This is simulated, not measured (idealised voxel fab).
Module name: voxel ribs on slabs (process module)
This is section cut - it's 265 nm across, gridded in 5 nm square cells.
Cross-section layout: square cells on a grid; listed as bands, top to bottom; a band spans one or more cell rows.
Within each band entry, the heights of the top and of the bottom of the band appear first, in that order and in nm; the materials of the band then follow from left to right, each with its corresponding width in nm. The designation "all across" on a single material indicates that it fills the band from edge to edge; the designation "empty" indicates empty space.
All heights in this document are referenced to 0, defined as the level beneath which the wafer, as received, consists entirely of one material. The lowest band is not bounded below; it extends indefinitely downward and is written in the form "0..down".
Width "30 to 40": first value at the band's top row of cells, second value at its bottom row, equal change from row to row.
"all unchanged" means the step left every cell of the cross-section as it was.
Look at "Sealed void inventory" for the closed voids: empty spaces with no open path to the top, sized 8 cells or up. Each is width x height at distance, distance from the left edge, all nm.
What comes after the settings on a step's line is commentary from the simulator itself on that step.
What "overlay nm" on a step's line means: if the step has a mask, that mask lay this far to the right of its planned place, or, when the value is negative, to the left.
Planned process steps
1,RECEIVE [material Si]
2,DIRECTIONAL_DEP [material SiO2] [thk nm 30]
3,DIRECTIONAL_DEP [material SiN] [thk nm 20]
4,PATTERN [tone cover] [mask id RIB] [material resist] [width nm 30] [thk nm 20] [overlay nm 0]
5,DIRECTIONAL_ETCH [etch materials SiN] [depth nm 15]
6,STRIP [etch materials resist]
7,MASKED_ETCH [tone cover] [mask id SLAB] [width nm 80] [etch materials SiN] [depth nm 5] [overlay nm 0]
8,FILL_DEP [material SiO2] [thk nm 25]
9,CMP [height nm 65]
10,DIRECTIONAL_DEP [material TiN] [thk nm 10]
11,MASKED_ETCH [tone cover] [mask id HEATER] [width nm 40] [etch materials TiN] [depth nm 10] [overlay nm 0]
12,CONFORMAL_DEP [material SiN] [thk nm 5]
The plan shows the width nm of step 7 as the first wafer had it; this setting differs between the wafers, which start out alike.
As-received cross-section, first of several wafers, post step 1
* 0..down | Si all across
* Sealed void inventory: none
After the module's final step, step 12: the first of several wafers in cross-section
* 80..75 | empty (105)  SiN (50)  empty (110)
* 75..70 | empty (105)  SiN (5)  TiN (40)  SiN (5)  empty (110)
* 70..65 | SiN (110)  TiN (40)  SiN (115)
* 65..50 | SiO2 all across
* 50..35 | SiO2 (115)  SiN (30)  SiO2 (120)
* 35..30 | SiO2 (90)  SiN (80)  SiO2 (95)
* 30..0 | SiO2 all across
* 0..down | Si all across
* Sealed void inventory: none
End of module: cross-section, last of several wafers
* 80..75 | empty (105)  SiN (50)  empty (110)
* 75..70 | empty (105)  SiN (5)  TiN (40)  SiN (5)  empty (110)
* 70..65 | SiN (110)  TiN (40)  SiN (115)
* 65..50 | SiO2 all across
* 50..35 | SiO2 (115)  SiN (30)  SiO2 (120)
* 35..30 | SiO2 (80)  SiN (105)  SiO2 (80)
* 30..0 | SiO2 all across
* 0..down | Si all across
* Sealed void inventory: none
Basically each wafer gets a line in the table, showing it at the end of the module: material by material, the cells it gained (+) or lost (-) since we got it, then its closed voids
width nm 80; +91 SiN; +655 SiO2; +16 TiN; Sealed void inventory: none
width nm 85; +92 SiN; +654 SiO2; +16 TiN; Sealed void inventory: none
width nm 90; +93 SiN; +653 SiO2; +16 TiN; Sealed void inventory: none
width nm 95; +94 SiN; +652 SiO2; +16 TiN; Sealed void inventory: none
width nm 100; +95 SiN; +651 SiO2; +16 TiN; Sealed void inventory: none
width nm 105; +96 SiN; +650 SiO2; +16 TiN; Sealed void inventory: none
